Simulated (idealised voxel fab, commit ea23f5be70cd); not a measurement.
process module | voxel ribs on slabs
cross-section cut | 195 nm wide | cells 5 nm
A cross-section is a grid of square cells, given in bands from the top down. A band is one or more rows of cells.
Each band's line starts with the height of the band's top and of its bottom, in nm. Then come its materials from left to right, each with its width in nm. One material with "throughout" fills the band from edge to edge. "air" is empty space.
Height 0 is the level under which the wafer as received is all one material. The lowest band goes on downwards, as in "0 down".
A width such as "30 to 40" changes by the same amount from each row of cells to the next, from the band's top row to its bottom row.
"no change" after a step means that no cell of the cross-section changed.
closed voids: empty space of 8 cells or more with no open way to the top, each as width x height at its distance from the left edge, in nm
after a step's settings: what the simulator itself notes on the step
overlay nm, on a step with a mask: how far to the right of its planned place the mask lay; to the left if negative
plan
1 op RECEIVE | material Si
2 op DIRECTIONAL_DEP | material SiO2 | thk nm 20
3 op DIRECTIONAL_DEP | material SiN | thk nm 20
4 op PATTERN | tone cover | mask id RIB | material resist | width nm 30 | thk nm 20 | overlay nm 0
5 op DIRECTIONAL_ETCH | etch materials SiN | depth nm 10
6 op STRIP | etch materials resist
7 op PATTERN | tone cover | mask id SLAB | material resist | width nm 60 | thk nm 15 | overlay nm 0
8 op DIRECTIONAL_ETCH | etch materials SiN | depth nm 10
9 op STRIP | etch materials resist
10 op FILL_DEP | material SiO2 | thk nm 25
11 op CMP | height nm 55
12 op DIRECTIONAL_DEP | material W | thk nm 5
13 op PATTERN | tone cover | mask id HEATER | material resist | width nm 40 | thk nm 20 | overlay nm 0
14 op DIRECTIONAL_ETCH | etch materials W | depth nm 5
15 op STRIP | etch materials resist
16 op CONFORMAL_DEP | material SiN | thk nm 5
first wafer, as planned
as received, after step 1
  0 down: Si throughout
  closed voids: none
after step 2
  20 to 0: SiO2 throughout
  below 0: unchanged
after step 3
  40 to 20: SiN throughout
  below 20: unchanged
after step 4
  60 to 40: air 80 | resist 30 | air 85
  below 40: unchanged
after step 5
  60 to 40: air 80 | resist 30 | air 85
  40 to 30: air 80 | SiN 30 | air 85
  below 30: unchanged
after step 6
  40 to 30: air 80 | SiN 30 | air 85
  below 30: unchanged
after step 7
  55 to 40: air 65 | resist 60 | air 70
  40 to 30: air 65 | resist 15 | SiN 30 | resist 15 | air 70
  below 30: unchanged
after step 8
  55 to 40: air 65 | resist 60 | air 70
  40 to 30: air 65 | resist 15 | SiN 30 | resist 15 | air 70
  30 to 20: air 65 | SiN 60 | air 70
  below 20: unchanged
after step 9
  40 to 30: air 80 | SiN 30 | air 85
  below 30: unchanged
after step 10
  65 to 40: SiO2 throughout
  40 to 30: SiO2 80 | SiN 30 | SiO2 85
  30 to 20: SiO2 65 | SiN 60 | SiO2 70
  below 20: unchanged
after step 11
  55 to 40: SiO2 throughout
  below 40: unchanged
after step 12
  60 to 55: W throughout
  below 55: unchanged
after step 13
  80 to 60: air 75 | resist 40 | air 80
  below 60: unchanged
after step 14
  80 to 60: air 75 | resist 40 | air 80
  60 to 55: air 75 | W 40 | air 80
  below 55: unchanged
after step 15
  60 to 55: air 75 | W 40 | air 80
  below 55: unchanged
after step 16
  65 to 60: air 70 | SiN 50 | air 75
  60 to 55: SiN 75 | W 40 | SiN 80
  below 55: unchanged
second wafer: like start, like plan, one mistake. Through step 2 it matches the first wafer
when step 3 should have ended
  40 to 20: air 80 | resist 30 | air 85
  below 20: unchanged
when step 4 should have ended
  60 to 40: air 80 | SiN 30 | air 85
  40 to 20: SiN 80 | resist 30 | SiN 85
  below 20: unchanged
when step 5 should have ended
  50 to 40: air 80 | SiN 30 | air 85
  40 to 30: air 80 | resist 30 | air 85
  below 30: unchanged
when step 6 should have ended
  30 to 20: SiN 80 | air 30 | SiN 85
  below 20: unchanged
when step 7 should have ended
  45 to 30: air 65 | resist 60 | air 70
  30 to 20: SiN 80 | resist 30 | SiN 85
  below 20: unchanged
when step 8 should have ended
  45 to 30: air 65 | resist 60 | air 70
  30 to 20: air 65 | SiN 15 | resist 30 | SiN 15 | air 70
  below 20: unchanged
when step 9 should have ended
  30 to 20: air 65 | SiN 15 | air 30 | SiN 15 | air 70
  below 20: unchanged
when step 10 should have ended
  55 to 30: SiO2 throughout
  30 to 20: SiO2 65 | SiN 15 | SiO2 30 | SiN 15 | SiO2 70
  below 20: unchanged
when step 11 should have ended: no change
when step 12 should have ended
  60 to 55: W throughout
  below 55: unchanged
when step 13 should have ended
  80 to 60: air 75 | resist 40 | air 80
  below 60: unchanged
when step 14 should have ended
  80 to 60: air 75 | resist 40 | air 80
  60 to 55: air 75 | W 40 | air 80
  below 55: unchanged
when step 15 should have ended
  60 to 55: air 75 | W 40 | air 80
  below 55: unchanged
when step 16 should have ended
  65 to 60: air 70 | SiN 50 | air 75
  60 to 55: SiN 75 | W 40 | SiN 80
  below 55: unchanged
what went wrong: steps 3 and 4 were swapped
at the end the second wafer has, in cells: 24 fewer of SiN | 24 more of SiO2
